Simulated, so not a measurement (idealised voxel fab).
The following is a process module called voxel gate over fins.
cross-section cut | 255 nm wide | cells 5 nm
Cross-sections here: square-cell grids, written as top-down lists of bands, a band being one or more rows of cells. Look at the band entry: it leads with the top's height and the bottom's height in nm. Then it lists the materials left to right, with a width in nm for each. The word "full width" on a single material says that material fills the band edge to edge. The word "air" is empty space. Below 0: as-received wafer, all one material; heights counted from there. Lowest band: no bottom, goes on down, written "z 0 and below". Width "30..40": first value at the band's top row of cells, second value at its bottom row, equal change from row to row. Step marked "stayed the same"? Then no cell in the cross-section changed in it. The list in "Unvented internal voids" covers empty spaces of 8 cells or more that cannot reach the top through any open way, and it gives each as width x height at distance; the distance is from the left edge, and width, height and distance are in nm. Note: text after step settings on the step line = simulator remark on that step. What "overlay nm" on a step's line means: if the step has a mask, that mask lay this far to the right of its planned place, or, when the value is negative, to the left.
## List of planned process steps
1) RECEIVE (material Si)
2) CONFORMAL_DEP (material SiN; thk nm 10)
3) DIRECTIONAL_DEP (material aC; thk nm 10)
4) PATTERN (tone cover; mask id FINS; material resist; width nm 15; pitch nm 45; thk nm 25; overlay nm 0)
5) DIRECTIONAL_ETCH (etch materials aC; depth nm 10)
6) STRIP (etch materials resist)
7) DIRECTIONAL_ETCH (etch materials SiN; depth nm 10)
8) DIRECTIONAL_ETCH (etch materials Si; depth nm 40)
9) STRIP (etch materials aC)
10) FILL_DEP (material SiO2; thk nm 5)
11) CMP (height nm 10)
12) SELECTIVE_ETCH (etch materials SiO2; depth nm 25)
13) STRIP (etch materials SiN)
14) CONFORMAL_DEP (material HfO2; thk nm 5)
15) CONFORMAL_DEP (material TiN; thk nm 5)
16) FILL_DEP (material W; thk nm 15)
17) CMP (height nm 20)
18) CONFORMAL_DEP (material SiN; thk nm 5)
## Account of the first of two wafers, which was processed as intended
## Cross-section: wafer on arrival = after step 1
    z 0 and below | Si full width
    Unvented internal voids: none
## Once step 2 is through, the wafer looks like this in cross-section
    z 10 to 0 | SiN full width
    Rest of section, below 0: as before.
## Once step 3 is through, the wafer looks like this in cross-section
    z 20 to 10 | aC full width
    Rest of section, below 10: as before.
## Once step 4 is through, the wafer looks like this in cross-section
    z 45 to 20 | 75 air, 15 resist, 30 air, 15 resist, 30 air, 15 resist, 75 air
    Rest of section, below 20: as before.
## Once step 5 is through, the wafer looks like this in cross-section
    z 35 to 20 | 75 air, 15 resist, 30 air, 15 resist, 30 air, 15 resist, 75 air
    z 20 to 10 | 75 air, 15 aC, 30 air, 15 aC, 30 air, 15 aC, 75 air
    Rest of section, below 10: as before.
## Once step 6 is through, the wafer looks like this in cross-section
    z 20 to 10 | 75 air, 15 aC, 30 air, 15 aC, 30 air, 15 aC, 75 air
    Rest of section, below 10: as before.
## Once step 7 is through, the wafer looks like this in cross-section
    z 20 to 10 | 75 air, 15 aC, 30 air, 15 aC, 30 air, 15 aC, 75 air
    z 10 to 0 | 75 air, 15 SiN, 30 air, 15 SiN, 30 air, 15 SiN, 75 air
    Rest of section, below 0: as before.
## Once step 8 is through, the wafer looks like this in cross-section
    z 20 to 10 | 75 air, 15 aC, 30 air, 15 aC, 30 air, 15 aC, 75 air
    z 10 to 0 | 75 air, 15 SiN, 30 air, 15 SiN, 30 air, 15 SiN, 75 air
    z 0 to -40 | 75 air, 15 Si, 30 air, 15 Si, 30 air, 15 Si, 75 air
    Rest of section, below -40: as before.
## Once step 9 is through, the wafer looks like this in cross-section
    z 10 to 0 | 75 air, 15 SiN, 30 air, 15 SiN, 30 air, 15 SiN, 75 air
    Rest of section, below 0: as before.
## Once step 10 is through, the wafer looks like this in cross-section
    z 15 to 10 | SiO2 full width
    z 10 to 0 | 75 SiO2, 15 SiN, 30 SiO2, 15 SiN, 30 SiO2, 15 SiN, 75 SiO2
    z 0 to -40 | 75 SiO2, 15 Si, 30 SiO2, 15 Si, 30 SiO2, 15 Si, 75 SiO2
    Rest of section, below -40: as before.
## Once step 11 is through, the wafer looks like this in cross-section
    z 10 to 0 | 75 SiO2, 15 SiN, 30 SiO2, 15 SiN, 30 SiO2, 15 SiN, 75 SiO2
    Rest of section, below 0: as before.
## Once step 12 is through, the wafer looks like this in cross-section
    z 10 to 0 | 75 air, 15 SiN, 30 air, 15 SiN, 30 air, 15 SiN, 75 air
    z 0 to -15 | 75 air, 15 Si, 30 air, 15 Si, 30 air, 15 Si, 75 air
    Rest of section, below -15: as before.
## Once step 13 is through, the wafer looks like this in cross-section
    z 0 to -15 | 75 air, 15 Si, 30 air, 15 Si, 30 air, 15 Si, 75 air
    Rest of section, below -15: as before.
## Once step 14 is through, the wafer looks like this in cross-section
    z 5 to 0 | 70 air, 25 HfO2, 20 air, 25 HfO2, 20 air, 25 HfO2, 70 air
    z 0 to -10 | 70 air, 5 HfO2, 15 Si, 5 HfO2, 20 air, 5 HfO2, 15 Si, 5 HfO2, 20 air, 5 HfO2, 15 Si, 5 HfO2, 70 air
    z -10 to -15 | 75 HfO2, 15 Si, 30 HfO2, 15 Si, 30 HfO2, 15 Si, 75 HfO2
    Rest of section, below -15: as before.
## Once step 15 is through, the wafer looks like this in cross-section
    z 10 to 5 | 65 air, 35 TiN, 10 air, 35 TiN, 10 air, 35 TiN, 65 air
    z 5 to 0 | 65 air, 5 TiN, 25 HfO2, 5 TiN, 10 air, 5 TiN, 25 HfO2, 5 TiN, 10 air, 5 TiN, 25 HfO2, 5 TiN, 65 air
    z 0 to -5 | 65 air, 5 TiN, 5 HfO2, 15 Si, 5 HfO2, 5 TiN, 10 air, 5 TiN, 5 HfO2, 15 Si, 5 HfO2, 5 TiN, 10 air, 5 TiN, 5 HfO2, 15 Si, 5 HfO2, 5 TiN, 65 air
    z -5 to -10 | 70 TiN, 5 HfO2, 15 Si, 5 HfO2, 20 TiN, 5 HfO2, 15 Si, 5 HfO2, 20 TiN, 5 HfO2, 15 Si, 5 HfO2, 70 TiN
    Rest of section, below -10: as before.
## Once step 16 is through, the wafer looks like this in cross-section
    z 25 to 10 | W full width
    z 10 to 5 | 65 W, 35 TiN, 10 W, 35 TiN, 10 W, 35 TiN, 65 W
    z 5 to 0 | 65 W, 5 TiN, 25 HfO2, 5 TiN, 10 W, 5 TiN, 25 HfO2, 5 TiN, 10 W, 5 TiN, 25 HfO2, 5 TiN, 65 W
    z 0 to -5 | 65 W, 5 TiN, 5 HfO2, 15 Si, 5 HfO2, 5 TiN, 10 W, 5 TiN, 5 HfO2, 15 Si, 5 HfO2, 5 TiN, 10 W, 5 TiN, 5 HfO2, 15 Si, 5 HfO2, 5 TiN, 65 W
    Rest of section, below -5: as before.
## Once step 17 is through, the wafer looks like this in cross-section
    z 20 to 10 | W full width
    Rest of section, below 10: as before.
## Once step 18 is through, the wafer looks like this in cross-section
    z 25 to 20 | SiN full width
    Rest of section, below 20: as before.
## Here the second wafer is described. Its start and its plan were those of the first wafer. Its run contained one mistake. Up to and including step 13, it did exactly what the first wafer did
## What the second wafer looks like in cross-section when step 14 should have wrapped up
    z 15 to 0 | 60 air, 135 HfO2, 60 air
    z 0 to -15 | 75 HfO2, 15 Si, 30 HfO2, 15 Si, 30 HfO2, 15 Si, 75 HfO2
    Rest of section, below -15: as before.
## What the second wafer looks like in cross-section when step 15 should have wrapped up
    z 20 to 15 | 55 air, 145 TiN, 55 air
    z 15 to 5 | 55 air, 5 TiN, 135 HfO2, 5 TiN, 55 air
    z 5 to 0 | 60 TiN, 135 HfO2, 60 TiN
    Rest of section, below 0: as before.
## What the second wafer looks like in cross-section when step 16 should have wrapped up
    z 35 to 20 | W full width
    z 20 to 15 | 55 W, 145 TiN, 55 W
    z 15 to 5 | 55 W, 5 TiN, 135 HfO2, 5 TiN, 55 W
    Rest of section, below 5: as before.
## What the second wafer looks like in cross-section when step 17 should have wrapped up
    z 20 to 15 | 55 W, 145 TiN, 55 W
    Rest of section, below 15: as before.
## What the second wafer looks like in cross-section when step 18 should have wrapped up
    z 25 to 20 | SiN full width
    Rest of section, below 20: as before.
Deviation from plan: for step 14, the planned setting was not used; the step was instead run as CONFORMAL_DEP (material HfO2; thk nm 15)
Counted in cells at the end, the second wafer holds more or fewer of these materials than the first: HfO2 +138, TiN -12, W -126
